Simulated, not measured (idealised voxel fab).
process module | voxel self aligned vias
cross-section cut | 210 nm wide | cells 5 nm
A cross-section is a grid of square cells, given in bands from the top down. A band is one or more rows of cells.
Each band's line starts with the height of the band's top and of its bottom, in nm. Then come its materials from left to right, each with its width in nm. One material with "throughout" fills the band from edge to edge. "air" is empty space.
Height 0 is the level under which the wafer as received is all one material. The lowest band goes on downwards, as in "0 down".
A width such as "30 to 40" changes by the same amount from each row of cells to the next, from the band's top row to its bottom row.
"no change" after a step means that no cell of the cross-section changed.
closed voids: empty space of 8 cells or more with no open way to the top, each as width x height at its distance from the left edge, in nm
after a step's settings: what the simulator itself notes on the step
overlay nm, on a step with a mask: how far to the right of its planned place the mask lay; to the left if negative
plan
1 op RECEIVE | material Si
2 op CONFORMAL_DEP | material SiO2 | thk nm 10
3 op CONFORMAL_DEP | material SiCN | thk nm 5
4 op DIRECTIONAL_DEP | material SiO2 | thk nm 30
5 op PATTERN | tone open | mask id LINES | material resist | width nm 20 | pitch nm 65 | thk nm 15 | overlay nm 0
6 op DIRECTIONAL_ETCH | etch materials SiO2 | depth nm 30
7 op STRIP | etch materials resist
8 op CONFORMAL_DEP | material TiN | thk nm 5
9 op FILL_DEP | material W | thk nm 5
10 op CMP | height nm 45
11 op SELECTIVE_ETCH | etch materials W Ru TiN | depth nm 5
12 op FILL_DEP | material SiN | thk nm 5
13 op CMP | height nm 45
14 op DIRECTIONAL_DEP | material SiO2 | thk nm 20
15 op DIRECTIONAL_DEP | material aC | thk nm 10
16 op PATTERN | tone open | mask id VIAS | material resist | width nm 30 | pitch nm 130 | thk nm 30 | overlay nm 0
17 op DIRECTIONAL_ETCH | etch materials aC | depth nm 10
18 op STRIP | etch materials resist
19 op DIRECTIONAL_ETCH | etch materials SiO2 | depth nm 20
20 op DIRECTIONAL_ETCH | etch materials SiN | depth nm 5
21 op STRIP | etch materials aC
22 op CONFORMAL_DEP | material TiN | thk nm 5
23 op FILL_DEP | material Cu | thk nm 5
24 op CMP | height nm 65
25 op CONFORMAL_DEP | material SiCN | thk nm 5
varied across the wafers: width nm of step 16. The plan shows the first wafer's value. All wafers start alike
first wafer as received, after step 1
  0 down: Si throughout
  closed voids: none
first wafer at the end, after step 25
  70 to 65: SiCN throughout
  65 to 50: SiO2 25 | TiN 5 | Cu 20 | TiN 5 | SiO2 100 | TiN 5 | Cu 20 | TiN 5 | SiO2 25
  50 to 45: SiO2 25 | TiN 10 | Cu 10 | TiN 10 | SiO2 100 | TiN 10 | Cu 10 | TiN 10 | SiO2 25
  45 to 40: SiO2 30 | TiN 20 | SiO2 45 | SiN 20 | SiO2 45 | TiN 20 | SiO2 30
  40 to 20: SiO2 30 | TiN 5 | W 10 | TiN 5 | SiO2 45 | TiN 5 | W 10 | TiN 5 | SiO2 45 | TiN 5 | W 10 | TiN 5 | SiO2 30
  20 to 15: SiO2 30 | TiN 20 | SiO2 45 | TiN 20 | SiO2 45 | TiN 20 | SiO2 30
  15 to 10: SiCN throughout
  10 to 0: SiO2 throughout
  0 down: Si throughout
  closed voids: none
last wafer at the end
  70 to 65: SiCN throughout
  65 to 50: SiO2 15 | TiN 5 | Cu 40 | TiN 5 | SiO2 80 | TiN 5 | Cu 40 | TiN 5 | SiO2 15
  50 to 45: SiO2 15 | TiN 20 | Cu 10 | TiN 20 | SiO2 80 | TiN 20 | Cu 10 | TiN 20 | SiO2 15
  45 to 40: SiO2 30 | TiN 20 | SiO2 45 | SiN 20 | SiO2 45 | TiN 20 | SiO2 30
  40 to 20: SiO2 30 | TiN 5 | W 10 | TiN 5 | SiO2 45 | TiN 5 | W 10 | TiN 5 | SiO2 45 | TiN 5 | W 10 | TiN 5 | SiO2 30
  20 to 15: SiO2 30 | TiN 20 | SiO2 45 | TiN 20 | SiO2 45 | TiN 20 | SiO2 30
  15 to 10: SiCN throughout
  10 to 0: SiO2 throughout
  0 down: Si throughout
  closed voids: none
each wafer at the end: cells of each material gained (+) or lost (-) since it was received, then its closed voids
width nm 30 | +28 Cu | +84 SiCN | +4 SiN | +384 SiO2 | +64 TiN | +24 W | closed voids: none
width nm 35 | +34 Cu | +84 SiCN | +4 SiN | +376 SiO2 | +66 TiN | +24 W | closed voids: none
width nm 40 | +40 Cu | +84 SiCN | +4 SiN | +368 SiO2 | +68 TiN | +24 W | closed voids: none
width nm 45 | +46 Cu | +84 SiCN | +4 SiN | +360 SiO2 | +70 TiN | +24 W | closed voids: none
width nm 50 | +52 Cu | +84 SiCN | +4 SiN | +352 SiO2 | +72 TiN | +24 W | closed voids: none
